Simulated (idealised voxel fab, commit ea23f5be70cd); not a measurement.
The following process module bears the name voxel self aligned vias.
This is section cut - it's 205 nm across, gridded in 5 nm square cells.
Square cells in a grid make up a cross-section in this document, and the grid is given as bands, listed from the top down, each one or more rows of cells.
For a band, the entry starts with two heights in nm, that of the top and then that of the bottom, and carries on with the band's materials in order from left to right, each alongside its width in nm; the word "edge to edge" beside a single material means it fills the band edge to edge, and "blank" means empty space.
Height 0 is the level under which the wafer as received is all one material. The lowest band goes on downwards, as in "0..down".
Top row gets the first number, bottom row gets the second, and each row in between changes by the same step: that is how a band width like "30 to 40" works.
"no change occurred", as given for a step, is the statement that not any cell of the cross-section underwent a change during that step.
"Trapped void list" means: voids of 8 cells or more that are shut off from the top with no open way through. Written width x height at distance, distance from the left edge, in nm.
Where a step's line continues beyond its settings, the continuation is a remark by the simulator itself on that step.
Regarding "overlay nm": on a step with a mask, it is the distance the mask lay to the right of its planned place; a negative value places it to the left.
The steps planned for the process are as follows
1,RECEIVE: material Si
2,CONFORMAL_DEP: material SiO2, thk nm 10
3,CONFORMAL_DEP: material SiCN, thk nm 5
4,DIRECTIONAL_DEP: material lowk, thk nm 30
5,DIRECTIONAL_DEP: material aC, thk nm 10
6,PATTERN: tone open, mask id LINES, material resist, width nm 25, pitch nm 60, thk nm 25, overlay nm 0
7,DIRECTIONAL_ETCH: etch materials aC, depth nm 10
8,STRIP: etch materials resist
9,DIRECTIONAL_ETCH: etch materials lowk, depth nm 30
10,STRIP: etch materials aC
11,CONFORMAL_DEP: material TiN, thk nm 5
12,FILL_DEP: material W, thk nm 5
13,CMP: height nm 45
14,SELECTIVE_ETCH: etch materials W Ru TiN, depth nm 10
15,FILL_DEP: material SiN, thk nm 10
16,CMP: height nm 45
17,DIRECTIONAL_DEP: material lowk, thk nm 15
18,PATTERN: tone open, mask id VIAS, material resist, width nm 45, pitch nm 60, thk nm 15, overlay nm 0
19,DIRECTIONAL_ETCH: etch materials lowk, depth nm 15
20,DIRECTIONAL_ETCH: etch materials SiN, depth nm 10
21,STRIP: etch materials resist
22,CONFORMAL_DEP: material TiN, thk nm 5
23,FILL_DEP: material Ru, thk nm 10
24,CMP: height nm 60
25,CONFORMAL_DEP: material SiN, thk nm 5
Cross-section, incoming material, after step 1
> 0..down = Si edge to edge
> Trapped void list: none
Result of the module, cross-sectioned: start per above, plan per above, one error in how it was run
> 65..60 = SiN edge to edge
> 60..40 = 50 of lowk / 5 of TiN / 35 of Ru / 5 of TiN / 15 of lowk / 5 of TiN / 35 of Ru / 5 of TiN / 50 of lowk
> 40..35 = 50 of lowk / 45 of TiN / 15 of lowk / 45 of TiN / 50 of lowk
> 35..30 = 50 of lowk / 15 of TiN / 15 of W / 15 of TiN / 15 of lowk / 15 of TiN / 15 of W / 15 of TiN / 50 of lowk
> 30..20 = 60 of lowk / 5 of TiN / 15 of W / 5 of TiN / 35 of lowk / 5 of TiN / 15 of W / 5 of TiN / 60 of lowk
> 20..15 = 60 of lowk / 25 of TiN / 35 of lowk / 25 of TiN / 60 of lowk
> 15..10 = SiCN edge to edge
> 10..0 = SiO2 edge to edge
> 0..down = Si edge to edge
> Trapped void list: none
What was the processing mistake? step 19 in the plan was executed twice
